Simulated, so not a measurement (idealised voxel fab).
Process module in this document: voxel self aligned vias
Pictured: cross-section cut, 245 nm wide, on a grid of 5 nm square cells.
Cross-section format: a grid of square cells, given as bands from top to bottom; each band is one or more rows of cells. A band entry consists of two parts. The first gives the height of the band's top and the height of its bottom, in nm. The rest lists the band's materials from left to right, each with its width in nm. A single material labelled with the word "throughout" fills the band from edge to edge, and the word "air" marks empty space. Height is counted from the level 0, under which the received wafer is composed throughout of one material. The lowest of the bands is not closed at the bottom but continues downward, in the notation "0 -> down". Note: "30 to 40" means the width goes from the first number (top row of the band) to the second number (bottom row) in equal steps per row of cells. "nothing altered" after a step means that no cell of the cross-section changed. So "Enclosed cavities" is basically the list of trapped voids: any empty space of 8 cells or more that can't reach the top through an opening. They're written width x height at distance, the distance being from the left edge, and it's all nm. Where a step's line continues beyond its settings, the continuation is a remark by the simulator itself on that step. overlay nm: right-of-plan distance of the mask on a masked step; negative values mean left-of-plan.

The steps planned for the process are as follows
step 1: RECEIVE | material Si
step 2: CONFORMAL_DEP | material SiO2 | thk nm 10
step 3: CONFORMAL_DEP | material SiCN | thk nm 5
step 4: DIRECTIONAL_DEP | material SiO2 | thk nm 30
step 5: PATTERN | tone open | mask id LINES | material resist | width nm 30 | pitch nm 70 | thk nm 15 | overlay nm 0
step 6: DIRECTIONAL_ETCH | etch materials SiO2 | depth nm 30
step 7: STRIP | etch materials resist
step 8: CONFORMAL_DEP | material TiN | thk nm 5
step 9: FILL_DEP | material Ru | thk nm 5
step 10: CMP | height nm 45
step 11: SELECTIVE_ETCH | etch materials W Ru TiN | depth nm 5
step 12: FILL_DEP | material SiN | thk nm 5
step 13: CMP | height nm 45
step 14: DIRECTIONAL_DEP | material SiO2 | thk nm 20
step 15: DIRECTIONAL_DEP | material aC | thk nm 15
step 16: PATTERN | tone open | mask id VIAS | material resist | width nm 50 | pitch nm 140 | thk nm 35 | overlay nm 0
step 17: DIRECTIONAL_ETCH | etch materials aC | depth nm 15
step 18: STRIP | etch materials resist
step 19: DIRECTIONAL_ETCH | etch materials SiO2 | depth nm 20
step 20: DIRECTIONAL_ETCH | etch materials SiN | depth nm 5
step 21: STRIP | etch materials aC
step 22: CONFORMAL_DEP | material TiN | thk nm 5
step 23: FILL_DEP | material W | thk nm 5
step 24: CMP | height nm 65
step 25: CONFORMAL_DEP | material SiN | thk nm 5

Cross-section: wafer on arrival = after step 1
	0 -> down | Si throughout
	Enclosed cavities: none

Final cross-section, module run with one mistake (start and plan as above)
	70 -> 65 | SiN throughout
	65 -> 45 | SiO2 25 nm, TiN 5 nm, W 40 nm, TiN 5 nm, SiO2 90 nm, TiN 5 nm, W 40 nm, TiN 5 nm, SiO2 30 nm
	45 -> 40 | SiN 25 nm, TiN 50 nm, SiN 90 nm, TiN 50 nm, SiN 30 nm
	40 -> 35 | TiN 40 nm, Ru 20 nm, TiN 50 nm, Ru 20 nm, TiN 50 nm, Ru 20 nm, TiN 45 nm
	35 -> 10 | SiO2 35 nm, TiN 5 nm, Ru 20 nm, TiN 5 nm, SiO2 40 nm, TiN 5 nm, Ru 20 nm, TiN 5 nm, SiO2 40 nm, TiN 5 nm, Ru 20 nm, TiN 5 nm, SiO2 40 nm
	10 -> 5 | SiO2 35 nm, TiN 30 nm, SiO2 40 nm, TiN 30 nm, SiO2 40 nm, TiN 30 nm, SiO2 40 nm
	5 -> 0 | SiCN throughout
	0 -> down | Si throughout
	Enclosed cavities: none
Processing error: plan step 2: skipped, not run
